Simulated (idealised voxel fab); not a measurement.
Title: Process Module voxel self aligned contacts
The figure presents cross-section cut, which has a width of 295 nm and is divided into square cells with an edge length of 5 nm.
Bands, listed from the top down, are how a cross-section gets written in this document; the cross-section itself is a grid of square cells, and a band is one or more rows of them. For a band, the entry starts with two heights in nm, that of the top and then that of the bottom, and carries on with the band's materials in order from left to right, each alongside its width in nm; the word "full width" beside a single material means it fills the band edge to edge, and "empty" means empty space. Heights are expressed relative to 0, this being the level below which the as-received wafer comprises one material exclusively. The lowest band is unbounded in the downward direction and is denoted as in "0 nm and below". A width given as "30 to 40" starts at the first number in the band's top row and ends at the second number in its bottom row, shifting by an equal amount at every step from row to row. For the purposes of this document, the phrase "remains unaltered" attached to a step denotes that no cell within the cross-section was modified by that step. Basically, "Trapped cavities" tells you about the enclosed voids: empty spaces with no open way to the top, 8 cells or bigger, each written width x height at distance, where distance is from the left edge, all in nm. That trailing text on a step's line, after the settings, is the simulator's own remark on the step. "overlay nm" on a masked step: distance the mask lay right of its planned place, negative for left.

[The following list gives the planned process steps]
1: RECEIVE (material Si)
2: CONFORMAL_DEP (material SiO2; thk nm 5)
3: DIRECTIONAL_DEP (material polySi; thk nm 20)
4: DIRECTIONAL_DEP (material SiN; thk nm 25)
5: DIRECTIONAL_DEP (material aC; thk nm 15)
6: PATTERN (tone cover; mask id GATE; material resist; width nm 25; pitch nm 65; thk nm 30; overlay nm 0)
7: DIRECTIONAL_ETCH (etch materials aC; depth nm 15)
8: STRIP (etch materials resist)
9: DIRECTIONAL_ETCH (etch materials SiN; depth nm 25)
10: DIRECTIONAL_ETCH (etch materials polySi; depth nm 20)
11: STRIP (etch materials aC)
12: CONFORMAL_DEP (material SiN; thk nm 10)
13: DIRECTIONAL_ETCH (etch materials SiN; depth nm 10)
14: FILL_DEP (material SiO2; thk nm 15)
15: CMP (height nm 60)
16: DIRECTIONAL_DEP (material aC; thk nm 10)
17: PATTERN (tone open; mask id CONTACT; material resist; width nm 50; pitch nm 65; thk nm 25; overlay nm 0)
18: DIRECTIONAL_ETCH (etch materials aC; depth nm 10)
19: STRIP (etch materials resist)
20: DIRECTIONAL_ETCH (etch materials SiO2; depth nm 60)
21: STRIP (etch materials aC)
22: CONFORMAL_DEP (material TiN; thk nm 5)
23: FILL_DEP (material Ru; thk nm 10)
24: CMP (height nm 60)
25: CONFORMAL_DEP (material SiN; thk nm 5)

[Concerning the first of two wafers, which was run in accordance with the plan]

[The cross-section here shows the wafer as received, i.e. in its state after step 1]
* 0 nm and below: Si full width
* Trapped cavities: none

[Cross-section through the wafer, step 2 finished]
* 5 nm to 0 nm: SiO2 full width
* Nothing below the height 0 has changed.

[Cross-section through the wafer, step 3 finished]
* 25 nm to 5 nm: polySi full width
* Nothing below the height 5 has changed.

[Cross-section through the wafer, step 4 finished]
* 50 nm to 25 nm: SiN full width
* Nothing below the height 25 has changed.

[Cross-section through the wafer, step 5 finished]
* 65 nm to 50 nm: aC full width
* Nothing below the height 50 has changed.

[Cross-section through the wafer, step 6 finished]
* 95 nm to 65 nm: empty: 70  resist: 25  empty: 40  resist: 25  empty: 40  resist: 25  empty: 70
* Nothing below the height 65 has changed.

[Cross-section through the wafer, step 7 finished]
* 80 nm to 65 nm: empty: 70  resist: 25  empty: 40  resist: 25  empty: 40  resist: 25  empty: 70
* 65 nm to 50 nm: empty: 70  aC: 25  empty: 40  aC: 25  empty: 40  aC: 25  empty: 70
* Nothing below the height 50 has changed.

[Cross-section through the wafer, step 8 finished]
* 65 nm to 50 nm: empty: 70  aC: 25  empty: 40  aC: 25  empty: 40  aC: 25  empty: 70
* Nothing below the height 50 has changed.

[Cross-section through the wafer, step 9 finished]
* 65 nm to 50 nm: empty: 70  aC: 25  empty: 40  aC: 25  empty: 40  aC: 25  empty: 70
* 50 nm to 25 nm: empty: 70  SiN: 25  empty: 40  SiN: 25  empty: 40  SiN: 25  empty: 70
* Nothing below the height 25 has changed.

[Cross-section through the wafer, step 10 finished]
* 65 nm to 50 nm: empty: 70  aC: 25  empty: 40  aC: 25  empty: 40  aC: 25  empty: 70
* 50 nm to 25 nm: empty: 70  SiN: 25  empty: 40  SiN: 25  empty: 40  SiN: 25  empty: 70
* 25 nm to 5 nm: empty: 70  polySi: 25  empty: 40  polySi: 25  empty: 40  polySi: 25  empty: 70
* Nothing below the height 5 has changed.

[Cross-section through the wafer, step 11 finished]
* 50 nm to 25 nm: empty: 70  SiN: 25  empty: 40  SiN: 25  empty: 40  SiN: 25  empty: 70
* Nothing below the height 25 has changed.

[Cross-section through the wafer, step 12 finished]
* 60 nm to 25 nm: empty: 60  SiN: 45  empty: 20  SiN: 45  empty: 20  SiN: 45  empty: 60
* 25 nm to 15 nm: empty: 60  SiN: 10  polySi: 25  SiN: 10  empty: 20  SiN: 10  polySi: 25  SiN: 10  empty: 20  SiN: 10  polySi: 25  SiN: 10  empty: 60
* 15 nm to 5 nm: SiN: 70  polySi: 25  SiN: 40  polySi: 25  SiN: 40  polySi: 25  SiN: 70
* Nothing below the height 5 has changed.

[Cross-section through the wafer, step 13 finished]
* 50 nm to 25 nm: empty: 60  SiN: 45  empty: 20  SiN: 45  empty: 20  SiN: 45  empty: 60
* 25 nm to 5 nm: empty: 60  SiN: 10  polySi: 25  SiN: 10  empty: 20  SiN: 10  polySi: 25  SiN: 10  empty: 20  SiN: 10  polySi: 25  SiN: 10  empty: 60
* Nothing below the height 5 has changed.

[Cross-section through the wafer, step 14 finished]
* 65 nm to 50 nm: SiO2 full width
* 50 nm to 25 nm: SiO2: 60  SiN: 45  SiO2: 20  SiN: 45  SiO2: 20  SiN: 45  SiO2: 60
* 25 nm to 5 nm: SiO2: 60  SiN: 10  polySi: 25  SiN: 10  SiO2: 20  SiN: 10  polySi: 25  SiN: 10  SiO2: 20  SiN: 10  polySi: 25  SiN: 10  SiO2: 60
* Nothing below the height 5 has changed.

[Cross-section through the wafer, step 15 finished]
* 60 nm to 50 nm: SiO2 full width
* Nothing below the height 50 has changed.

[Cross-section through the wafer, step 16 finished]
* 70 nm to 60 nm: aC full width
* Nothing below the height 60 has changed.

[Cross-section through the wafer, step 17 finished]
* 95 nm to 70 nm: resist: 90  empty: 50  resist: 15  empty: 50  resist: 90
* Nothing below the height 70 has changed.

[Cross-section through the wafer, step 18 finished]
* 85 nm to 70 nm: resist: 90  empty: 50  resist: 15  empty: 50  resist: 90
* 70 nm to 60 nm: aC: 90  empty: 50  aC: 15  empty: 50  aC: 90
* Nothing below the height 60 has changed.

[Cross-section through the wafer, step 19 finished]
* 70 nm to 60 nm: aC: 90  empty: 50  aC: 15  empty: 50  aC: 90
* Nothing below the height 60 has changed.

[Cross-section through the wafer, step 20 finished]
* 70 nm to 60 nm: aC: 90  empty: 50  aC: 15  empty: 50  aC: 90
* 60 nm to 50 nm: SiO2: 90  empty: 50  SiO2: 15  empty: 50  SiO2: 90
* 50 nm to 25 nm: SiO2: 60  SiN: 45  empty: 20  SiN: 45  empty: 20  SiN: 45  SiO2: 60
* 25 nm to 5 nm: SiO2: 60  SiN: 10  polySi: 25  SiN: 10  empty: 20  SiN: 10  polySi: 25  SiN: 10  empty: 20  SiN: 10  polySi: 25  SiN: 10  SiO2: 60
* 5 nm to 0 nm: SiO2: 105  empty: 20  SiO2: 45  empty: 20  SiO2: 105
* Nothing below the height 0 has changed.

[Cross-section through the wafer, step 21 finished]
* 60 nm to 50 nm: SiO2: 90  empty: 50  SiO2: 15  empty: 50  SiO2: 90
* Nothing below the height 50 has changed.

[Cross-section through the wafer, step 22 finished]
* 65 nm to 60 nm: TiN: 95  empty: 40  TiN: 25  empty: 40  TiN: 95
* 60 nm to 50 nm: SiO2: 90  TiN: 5 to 20  empty: 40 to 10  TiN: 5 to 20  SiO2: 15  TiN: 5 to 20  empty: 40 to 10  TiN: 5 to 20  SiO2: 90
* 50 nm to 25 nm: SiO2: 60  SiN: 45  TiN: 5  empty: 10  TiN: 5  SiN: 45  TiN: 5  empty: 10  TiN: 5  SiN: 45  SiO2: 60
* 25 nm to 5 nm: SiO2: 60  SiN: 10  polySi: 25  SiN: 10  TiN: 5  empty: 10  TiN: 5  SiN: 10  polySi: 25  SiN: 10  TiN: 5  empty: 10  TiN: 5  SiN: 10  polySi: 25  SiN: 10  SiO2: 60
* 5 nm to 0 nm: SiO2: 105  TiN: 20  SiO2: 45  TiN: 20  SiO2: 105
* Nothing below the height 0 has changed.

[Cross-section through the wafer, step 23 finished]
* 75 nm to 65 nm: Ru full width
* 65 nm to 60 nm: TiN: 95  Ru: 40  TiN: 25  Ru: 40  TiN: 95
* 60 nm to 50 nm: SiO2: 90  TiN: 5 to 20  Ru: 40 to 10  TiN: 5 to 20  SiO2: 15  TiN: 5 to 20  Ru: 40 to 10  TiN: 5 to 20  SiO2: 90
* 50 nm to 25 nm: SiO2: 60  SiN: 45  TiN: 5  Ru: 10  TiN: 5  SiN: 45  TiN: 5  Ru: 10  TiN: 5  SiN: 45  SiO2: 60
* 25 nm to 5 nm: SiO2: 60  SiN: 10  polySi: 25  SiN: 10  TiN: 5  Ru: 10  TiN: 5  SiN: 10  polySi: 25  SiN: 10  TiN: 5  Ru: 10  TiN: 5  SiN: 10  polySi: 25  SiN: 10  SiO2: 60
* Nothing below the height 5 has changed.

[Cross-section through the wafer, step 24 finished]
* 60 nm to 50 nm: SiO2: 90  TiN: 5 to 20  Ru: 40 to 10  TiN: 5 to 20  SiO2: 15  TiN: 5 to 20  Ru: 40 to 10  TiN: 5 to 20  SiO2: 90
* Nothing below the height 50 has changed.

[Cross-section through the wafer, step 25 finished]
* 65 nm to 60 nm: SiN full width
* Nothing below the height 60 has changed.

[What follows concerns the second wafer, which started out like the first and was meant to follow the very same plan; one mistake crept in when it was run, but everything up to and including step 5 is the same as for the first wafer]

[Cross-section, second wafer, at the end time the plan gives for step 6]
* 95 nm to 65 nm: empty: 65  resist: 35  empty: 30  resist: 35  empty: 30  resist: 35  empty: 65
* Nothing below the height 65 has changed.

[Cross-section, second wafer, at the end time the plan gives for step 7]
* 80 nm to 65 nm: empty: 65  resist: 35  empty: 30  resist: 35  empty: 30  resist: 35  empty: 65
* 65 nm to 50 nm: empty: 65  aC: 35  empty: 30  aC: 35  empty: 30  aC: 35  empty: 65
* Nothing below the height 50 has changed.

[Cross-section, second wafer, at the end time the plan gives for step 8]
* 65 nm to 50 nm: empty: 65  aC: 35  empty: 30  aC: 35  empty: 30  aC: 35  empty: 65
* Nothing below the height 50 has changed.

[Cross-section, second wafer, at the end time the plan gives for step 9]
* 65 nm to 50 nm: empty: 65  aC: 35  empty: 30  aC: 35  empty: 30  aC: 35  empty: 65
* 50 nm to 25 nm: empty: 65  SiN: 35  empty: 30  SiN: 35  empty: 30  SiN: 35  empty: 65
* Nothing below the height 25 has changed.

[Cross-section, second wafer, at the end time the plan gives for step 10]
* 65 nm to 50 nm: empty: 65  aC: 35  empty: 30  aC: 35  empty: 30  aC: 35  empty: 65
* 50 nm to 25 nm: empty: 65  SiN: 35  empty: 30  SiN: 35  empty: 30  SiN: 35  empty: 65
* 25 nm to 5 nm: empty: 65  polySi: 35  empty: 30  polySi: 35  empty: 30  polySi: 35  empty: 65
* Nothing below the height 5 has changed.

[Cross-section, second wafer, at the end time the plan gives for step 11]
* 50 nm to 25 nm: empty: 65  SiN: 35  empty: 30  SiN: 35  empty: 30  SiN: 35  empty: 65
* Nothing below the height 25 has changed.

[Cross-section, second wafer, at the end time the plan gives for step 12]
* 60 nm to 25 nm: empty: 55  SiN: 55  empty: 10  SiN: 55  empty: 10  SiN: 55  empty: 55
* 25 nm to 15 nm: empty: 55  SiN: 10  polySi: 35  SiN: 10  empty: 10  SiN: 10  polySi: 35  SiN: 10  empty: 10  SiN: 10  polySi: 35  SiN: 10  empty: 55
* 15 nm to 5 nm: SiN: 65  polySi: 35  SiN: 30  polySi: 35  SiN: 30  polySi: 35  SiN: 65
* Nothing below the height 5 has changed.

[Cross-section, second wafer, at the end time the plan gives for step 13]
* 50 nm to 25 nm: empty: 55  SiN: 55  empty: 10  SiN: 55  empty: 10  SiN: 55  empty: 55
* 25 nm to 5 nm: empty: 55  SiN: 10  polySi: 35  SiN: 10  empty: 10  SiN: 10  polySi: 35  SiN: 10  empty: 10  SiN: 10  polySi: 35  SiN: 10  empty: 55
* Nothing below the height 5 has changed.

[Cross-section, second wafer, at the end time the plan gives for step 14]
* 65 nm to 50 nm: SiO2 full width
* 50 nm to 25 nm: SiO2: 55  SiN: 55  SiO2: 10  SiN: 55  SiO2: 10  SiN: 55  SiO2: 55
* 25 nm to 5 nm: SiO2: 55  SiN: 10  polySi: 35  SiN: 10  SiO2: 10  SiN: 10  polySi: 35  SiN: 10  SiO2: 10  SiN: 10  polySi: 35  SiN: 10  SiO2: 55
* Nothing below the height 5 has changed.

[Cross-section, second wafer, at the end time the plan gives for step 15]
* 60 nm to 50 nm: SiO2 full width
* Nothing below the height 50 has changed.

[Cross-section, second wafer, at the end time the plan gives for step 16]
* 70 nm to 60 nm: aC full width
* Nothing below the height 60 has changed.

[Cross-section, second wafer, at the end time the plan gives for step 17]
* 95 nm to 70 nm: resist: 90  empty: 50  resist: 15  empty: 50  resist: 90
* Nothing below the height 70 has changed.

[Cross-section, second wafer, at the end time the plan gives for step 18]
* 85 nm to 70 nm: resist: 90  empty: 50  resist: 15  empty: 50  resist: 90
* 70 nm to 60 nm: aC: 90  empty: 50  aC: 15  empty: 50  aC: 90
* Nothing below the height 60 has changed.

[Cross-section, second wafer, at the end time the plan gives for step 19]
* 70 nm to 60 nm: aC: 90  empty: 50  aC: 15  empty: 50  aC: 90
* Nothing below the height 60 has changed.

[Cross-section, second wafer, at the end time the plan gives for step 20]
* 70 nm to 60 nm: aC: 90  empty: 50  aC: 15  empty: 50  aC: 90
* 60 nm to 50 nm: SiO2: 90  empty: 50  SiO2: 15  empty: 50  SiO2: 90
* 50 nm to 25 nm: SiO2: 55  SiN: 55  empty: 10  SiN: 55  empty: 10  SiN: 55  SiO2: 55
* 25 nm to 5 nm: SiO2: 55  SiN: 10  polySi: 35  SiN: 10  empty: 10  SiN: 10  polySi: 35  SiN: 10  empty: 10  SiN: 10  polySi: 35  SiN: 10  SiO2: 55
* 5 nm to 0 nm: SiO2: 110  empty: 10  SiO2: 55  empty: 10  SiO2: 110
* Nothing below the height 0 has changed.

[Cross-section, second wafer, at the end time the plan gives for step 21]
* 60 nm to 50 nm: SiO2: 90  empty: 50  SiO2: 15  empty: 50  SiO2: 90
* Nothing below the height 50 has changed.

[Cross-section, second wafer, at the end time the plan gives for step 22]
* 65 nm to 60 nm: TiN: 95  empty: 40  TiN: 25  empty: 40  TiN: 95
* 60 nm to 55 nm: SiO2: 90  TiN: 5  empty: 40  TiN: 5  SiO2: 15  TiN: 5  empty: 40  TiN: 5  SiO2: 90
* 55 nm to 50 nm: SiO2: 90  TiN: 50  SiO2: 15  TiN: 50  SiO2: 90
* 50 nm to 25 nm: SiO2: 55  SiN: 55  TiN: 10  SiN: 55  TiN: 10  SiN: 55  SiO2: 55
* 25 nm to 5 nm: SiO2: 55  SiN: 10  polySi: 35  SiN: 10  TiN: 10  SiN: 10  polySi: 35  SiN: 10  TiN: 10  SiN: 10  polySi: 35  SiN: 10  SiO2: 55
* 5 nm to 0 nm: SiO2: 110  TiN: 10  SiO2: 55  TiN: 10  SiO2: 110
* Nothing below the height 0 has changed.

[Cross-section, second wafer, at the end time the plan gives for step 23]
* 75 nm to 65 nm: Ru full width
* 65 nm to 60 nm: TiN: 95  Ru: 40  TiN: 25  Ru: 40  TiN: 95
* 60 nm to 55 nm: SiO2: 90  TiN: 5  Ru: 40  TiN: 5  SiO2: 15  TiN: 5  Ru: 40  TiN: 5  SiO2: 90
* Nothing below the height 55 has changed.

[Cross-section, second wafer, at the end time the plan gives for step 24]
* 60 nm to 55 nm: SiO2: 90  TiN: 5  Ru: 40  TiN: 5  SiO2: 15  TiN: 5  Ru: 40  TiN: 5  SiO2: 90
* Nothing below the height 55 has changed.

[Cross-section, second wafer, at the end time the plan gives for step 25]
* 65 nm to 60 nm: SiN full width
* Nothing below the height 60 has changed.
Against the plan, the run slipped here: for step 6, the planned setting was not used; the step was instead run as PATTERN (tone cover; mask id GATE; material resist; width nm 35; pitch nm 65; thk nm 30; overlay nm 0)
FYI, end of process, the second wafer has more or fewer cells of some materials than the first: Ru -40 | SiN +30 | SiO2 -14 | polySi +24
